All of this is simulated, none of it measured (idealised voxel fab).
Process module in this document: voxel gate over fins
Square cell edge 5 nm, section width 185 nm, ID cut.
The cross-sections in this document take the form of a grid made of square cells. They are written out as bands, in order from top to bottom. Each band consists of one or more rows of cells.
The band entry comprises the height of the band's top followed by the height of its bottom, expressed in nm, and subsequently the band's materials from left to right, each stated together with its width in nm. Where a single material is marked with the word "all across", that material fills the band from edge to edge. The word "air" represents empty space.
Beneath 0, the wafer as received is one material, and that level is where height counting begins. The lowest band goes on downward without a bottom; it is written like "0 down".
The width entry "30..40" should be interpreted row by row: the top row of cells in the band takes the first number, the bottom row takes the second number, and the change between adjacent rows is uniform throughout.
Key: "nothing got changed" - step with no changed cell in the cross-section.
The list in "Voids, fully enclosed" covers empty spaces of 8 cells or more that cannot reach the top through any open way, and it gives each as width x height at distance; the distance is from the left edge, and width, height and distance are in nm.
Post-settings text on a step line: simulator's own remark regarding the step.
Regarding "overlay nm": on a step with a mask, it is the distance the mask lay to the right of its planned place; a negative value places it to the left.
### Steps planned for the process
| 1 | RECEIVE [material Si] |
| 2 | CONFORMAL_DEP [material SiN] [thk nm 5] |
| 3 | DIRECTIONAL_DEP [material aC] [thk nm 15] |
| 4 | PATTERN [tone cover] [mask id FINS] [material resist] [width nm 15] [pitch nm 45] [thk nm 35] [overlay nm 0] |
| 5 | DIRECTIONAL_ETCH [etch materials aC] [depth nm 15] |
| 6 | STRIP [etch materials resist] |
| 7 | DIRECTIONAL_ETCH [etch materials SiN] [depth nm 5] |
| 8 | DIRECTIONAL_ETCH [etch materials Si] [depth nm 30] |
| 9 | STRIP [etch materials aC] |
| 10 | OXIDIZE [depth nm 5] |
| 11 | FILL_DEP [material SiO2] [thk nm 5] |
| 12 | CMP [height nm 5] |
| 13 | SELECTIVE_ETCH [etch materials SiO2] [depth nm 20] |
| 14 | STRIP [etch materials SiN] |
| 15 | CONFORMAL_DEP [material HfO2] [thk nm 5] |
| 16 | CONFORMAL_DEP [material TiN] [thk nm 5] |
| 17 | FILL_DEP [material W] [thk nm 15] |
| 18 | CMP [height nm 20] |
| 19 | CONFORMAL_DEP [material SiCN] [thk nm 5] |
### Incoming wafer in cross-section (state: after step 1)
    0 down | Si all across
    Voids, fully enclosed: none
### Cross-section, end of module. Start: as above. Plan: as above. Execution: one mistake
    25 to 20 | SiCN all across
    20 to 10 | W all across
    10 to 5 | 45 TiN / 5 W / 40 TiN / 5 W / 40 TiN / 5 W / 45 TiN
    5 to 0 | 40 HfO2 / 5 TiN / 5 W / 5 TiN / 30 HfO2 / 5 TiN / 5 W / 5 TiN / 30 HfO2 / 5 TiN / 5 W / 5 TiN / 40 HfO2
    0 to -5 | 35 Si / 5 HfO2 / 5 TiN / 5 W / 5 TiN / 5 HfO2 / 20 Si / 5 HfO2 / 5 TiN / 5 W / 5 TiN / 5 HfO2 / 20 Si / 5 HfO2 / 5 TiN / 5 W / 5 TiN / 5 HfO2 / 35 Si
    -5 to -10 | 35 Si / 5 HfO2 / 15 TiN / 5 HfO2 / 20 Si / 5 HfO2 / 15 TiN / 5 HfO2 / 20 Si / 5 HfO2 / 15 TiN / 5 HfO2 / 35 Si
    -10 to -15 | 35 Si / 25 HfO2 / 20 Si / 25 HfO2 / 20 Si / 25 HfO2 / 35 Si
    -15 to -35 | 35 Si / 25 SiO2 / 20 Si / 25 SiO2 / 20 Si / 25 SiO2 / 35 Si
    -35 down | Si all across
    Voids, fully enclosed: none
Which mistake was made when the wafer was run? not per plan at step 4, really ran PATTERN [tone open] [mask id FINS] [material resist] [width nm 15] [pitch nm 45] [thk nm 35] [overlay nm 0]
